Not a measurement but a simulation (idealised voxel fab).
The process module presented herein is designated voxel transistor to metal.
The width of the displayed cross-section, cut, is 205 nm; its cells are square, with a size of 5 nm.
Cross-section spec: square-cell grid; bands listed top down; each band is one or more rows. The band entry comprises the height of the band's top followed by the height of its bottom, expressed in nm, and subsequently the band's materials from left to right, each stated together with its width in nm. Where a single material is marked with the word "everywhere", that material fills the band from edge to edge. The word "empty" represents empty space. Height reference: 0 = level under which incoming wafer is all one material. Lowest band: no bottom, runs on downward, e.g. "z 0 and below". The expression "30->40" gives the width at the extremes of the band, the first number at its top row of cells and the second at its bottom row, with the width changing by equal amounts from each row to the next in between. When a step is marked "nothing changed", none of the cells in the cross-section changed during that step. What "closed voids" gives you is every empty space of 8 cells or more that is cut off from the top. Each appears as width x height at distance, with the distance taken from the left edge and width, height and distance all in nm. On each step's line, the part that comes after the settings is the simulator's own comment on the step. overlay nm: step with mask; distance mask lay right of planned place; negative value = left of planned place.

# Steps planned for the process
1 RECEIVE: material Si
2 OXIDIZE: depth nm 5
3 CONFORMAL_DEP: material SiN, thk nm 15
4 PATTERN: tone cover, mask id ACTIVE, material resist, width nm 105, thk nm 20, overlay nm 0
5 DIRECTIONAL_ETCH: etch materials SiN, depth nm 15
6 DIRECTIONAL_ETCH: etch materials SiO2, depth nm 5
7 DIRECTIONAL_ETCH: etch materials Si, depth nm 35
8 STRIP: etch materials resist
9 FILL_DEP: material SiO2, thk nm 10
10 CMP: height nm 15
11 SELECTIVE_ETCH: etch materials SiO2, depth nm 15
12 STRIP: etch materials SiN
13 SELECTIVE_ETCH: etch materials SiO2, depth nm 5
14 OXIDIZE: depth nm 5
15 DIRECTIONAL_DEP: material polySi, thk nm 20
16 DIRECTIONAL_DEP: material SiCN, thk nm 15
17 MASKED_ETCH: tone cover, mask id GATE, width nm 35, etch materials SiCN, depth nm 25, overlay nm 0
18 MASKED_ETCH: tone cover, mask id GATE, width nm 35, etch materials polySi, depth nm 30, overlay nm 0
19 CONFORMAL_DEP: material SiN, thk nm 10
20 DIRECTIONAL_ETCH: etch materials SiN, depth nm 10
21 DIRECTIONAL_ETCH: etch materials SiO2, depth nm 5
22 DIRECTIONAL_ETCH: etch materials Si, depth nm 10
23 EPI: material SiGe, thk nm 10
24 FILL_DEP: material SiO2, thk nm 5
25 CMP: height nm 15
26 STRIP: etch materials polySi
27 SELECTIVE_ETCH: etch materials SiO2, depth nm 5
28 CONFORMAL_DEP: material HfO2, thk nm 5
29 CONFORMAL_DEP: material TiN, thk nm 5
30 FILL_DEP: material W, thk nm 5
31 CMP: height nm 10
32 DIRECTIONAL_DEP: material SiO2, thk nm 10
33 MASKED_ETCH: tone open, mask id CONTACT, width nm 15, pitch nm 80, etch materials SiO2, depth nm 30, overlay nm 0
34 CONFORMAL_DEP: material TiN, thk nm 5
35 FILL_DEP: material W, thk nm 10
36 CMP: height nm 20
37 CONFORMAL_DEP: material SiCN, thk nm 5
38 DIRECTIONAL_DEP: material SiO2, thk nm 20
39 DIRECTIONAL_DEP: material aC, thk nm 15
40 PATTERN: tone open, mask id METAL_1, material resist, width nm 15, pitch nm 80, thk nm 30, overlay nm 0
41 DIRECTIONAL_ETCH: etch materials aC, depth nm 15
42 STRIP: etch materials resist
43 DIRECTIONAL_ETCH: etch materials SiO2, depth nm 20
44 DIRECTIONAL_ETCH: etch materials SiCN, depth nm 5
45 STRIP: etch materials aC
46 CONFORMAL_DEP: material TiN, thk nm 5
47 FILL_DEP: material W, thk nm 5
48 CMP: height nm 45
49 EPI: material Ru, thk nm 5
50 FILL_DEP: material SiCN, thk nm 5
51 DIRECTIONAL_DEP: material SiO2, thk nm 25
52 DIRECTIONAL_DEP: material aC, thk nm 15
53 PATTERN: tone open, mask id METAL_2, material resist, width nm 15, pitch nm 80, thk nm 35, overlay nm 0
54 DIRECTIONAL_ETCH: etch materials aC, depth nm 15
55 STRIP: etch materials resist
56 DIRECTIONAL_ETCH: etch materials SiO2, depth nm 15
57 STRIP: etch materials aC
58 PATTERN: tone open, mask id METAL_2_HOLES, material resist, width nm 15, pitch nm 80, thk nm 20, overlay nm 0
59 DIRECTIONAL_ETCH: etch materials SiO2, depth nm 10
60 DIRECTIONAL_ETCH: etch materials SiCN, depth nm 5
61 STRIP: etch materials resist
62 CONFORMAL_DEP: material TiN, thk nm 5
63 FILL_DEP: material Ru, thk nm 5
64 CMP: height nm 80
65 CONFORMAL_DEP: material SiCN, thk nm 5

# Incoming wafer in cross-section (state: after step 1)
> z 0 and below: Si everywhere
> closed voids: none

# Final cross-section, module run with one mistake (start and plan as above)
> z 85 to 80: SiCN everywhere
> z 80 to 55: SiO2 (55), then TiN (5), then Ru (5), then TiN (5), then SiO2 (65), then TiN (5), then Ru (5), then TiN (5), then SiO2 (55)
> z 55 to 50: SiCN (55), then TiN (15), then SiCN (65), then TiN (15), then SiCN (55)
> z 50 to 45: SiCN (50), then Ru (25), then SiCN (55), then Ru (25), then SiCN (50)
> z 45 to 25: SiO2 (55), then TiN (5), then W (5), then TiN (5), then SiO2 (65), then TiN (5), then W (5), then TiN (5), then SiO2 (55)
> z 25 to 20: SiCN (55), then TiN (15), then SiCN (65), then TiN (15), then SiCN (55)
> z 20 to 10: SiO2 (55), then TiN (5), then W (5), then TiN (5), then SiO2 (65), then TiN (5), then W (5), then TiN (5), then SiO2 (55)
> z 10 to 0: SiO2 (55), then TiN (5), then W (5), then TiN (5), then SiO2 (5), then SiN (10), then HfO2 (5), then TiN (5), then W (15), then TiN (5), then HfO2 (5), then SiN (10), then SiO2 (5), then TiN (5), then W (5), then TiN (5), then SiO2 (55)
> z 0 to -5: SiO2 (55), then TiN (5), then W (5), then TiN (5), then SiO2 (5), then SiN (10), then HfO2 (5), then TiN (25), then HfO2 (5), then SiN (10), then SiO2 (5), then TiN (5), then W (5), then TiN (5), then SiO2 (55)
> z -5 to -10: SiO2 (55), then TiN (15), then SiGe (5), then SiO2 (5), then HfO2 (45), then SiO2 (5), then SiGe (5), then TiN (15), then SiO2 (55)
> z -10 to -20: SiO2 (70->50), then SiGe (5->25), then Si (55), then SiGe (5->25), then SiO2 (70->50)
> z -20 to -40: SiO2 (50), then Si (105), then SiO2 (50)
> z -40 and below: Si everywhere
> closed voids: none
What was the processing mistake? step 23 deviated from plan and actually ran as EPI: material SiGe, thk nm 5
